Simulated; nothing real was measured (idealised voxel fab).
Process module in this document: voxel ribs on slabs
FYI the section here is cut, 190 nm wide, cells are 5 nm squares.
Heads up, the way a cross-section reads in here is a grid of square cells, handed over as bands from the top down, with every band being one or more rows of cells.
Quick guide to a band line: top height, bottom height (nm) up front; then every material left to right with its width in nm. Only one material and it's marked "full width"? Then it fills the band edge to edge. And "blank" just means empty space.
Heads up on the height convention: 0 is the point under which the incoming wafer is all one material, and the lowest band has no bottom, it just keeps going down, like "0 nm and below".
Read "30..40" as a graded width: first number on top, second number at the bottom, same change between each pair of neighbouring rows.
You'll sometimes find "no change" written for a step, and that's the way of saying that nowhere in the cross-section did a cell change during that step.
You'll see "Entrapped voids" listing empty spaces that have no way open to the top, as long as they're 8 cells or more; the notation is width x height at distance, where the distance is from the left edge, and all of it is in nm.
Anything after a step's settings on that line? It's the simulator's own note about the step.
overlay nm: for a step with a mask, the amount by which the mask lay right of where it was planned; a negative amount means left of it.
LISTED BELOW ARE THE PROCESS STEPS AS PLANNED
1. RECEIVE, material Si
2. DIRECTIONAL_DEP, material SiO2, thk nm 25
3. DIRECTIONAL_DEP, material polySi, thk nm 15
4. DIRECTIONAL_DEP, material aC, thk nm 15
5. PATTERN, tone cover, mask id RIB, material resist, width nm 30, thk nm 30, overlay nm 0
6. DIRECTIONAL_ETCH, etch materials aC, depth nm 15
7. STRIP, etch materials resist
8. DIRECTIONAL_ETCH, etch materials polySi, depth nm 10
9. STRIP, etch materials aC
10. DIRECTIONAL_DEP, material aC, thk nm 10
11. PATTERN, tone cover, mask id SLAB, material resist, width nm 60, thk nm 25, overlay nm 0
12. DIRECTIONAL_ETCH, etch materials aC, depth nm 10
13. STRIP, etch materials resist
14. DIRECTIONAL_ETCH, etch materials polySi, depth nm 5
15. STRIP, etch materials aC
16. FILL_DEP, material SiO2, thk nm 15
17. CMP, height nm 50
18. DIRECTIONAL_DEP, material TiN, thk nm 5
19. DIRECTIONAL_DEP, material aC, thk nm 10
20. PATTERN, tone cover, mask id HEATER, material resist, width nm 40, thk nm 30, overlay nm 0
21. DIRECTIONAL_ETCH, etch materials aC, depth nm 10
22. STRIP, etch materials resist
23. DIRECTIONAL_ETCH, etch materials TiN, depth nm 5
24. STRIP, etch materials aC
25. CONFORMAL_DEP, material SiO2, thk nm 5
AS RECEIVED, AFTER STEP 1
	0 nm and below  Si full width
	Entrapped voids: none
END-OF-MODULE CROSS-SECTION. STARTING STRUCTURE AND PROCESS PLAN AS ABOVE; ONE MISTAKE MADE IN RUNNING IT
	60 nm to 55 nm  SiO2=80 / blank=30 / SiO2=80
	55 nm to 50 nm  TiN=75 / SiO2=40 / TiN=75
	50 nm to 40 nm  SiO2 full width
	40 nm to 30 nm  SiO2=80 / polySi=30 / SiO2=80
	30 nm to 25 nm  SiO2=65 / polySi=60 / SiO2=65
	25 nm to 0 nm  SiO2 full width
	0 nm and below  Si full width
	Entrapped voids: none
Misprocessing identified: contrary to plan, step 20 was performed as PATTERN, tone open, mask id HEATER, material resist, width nm 40, thk nm 30, overlay nm 0
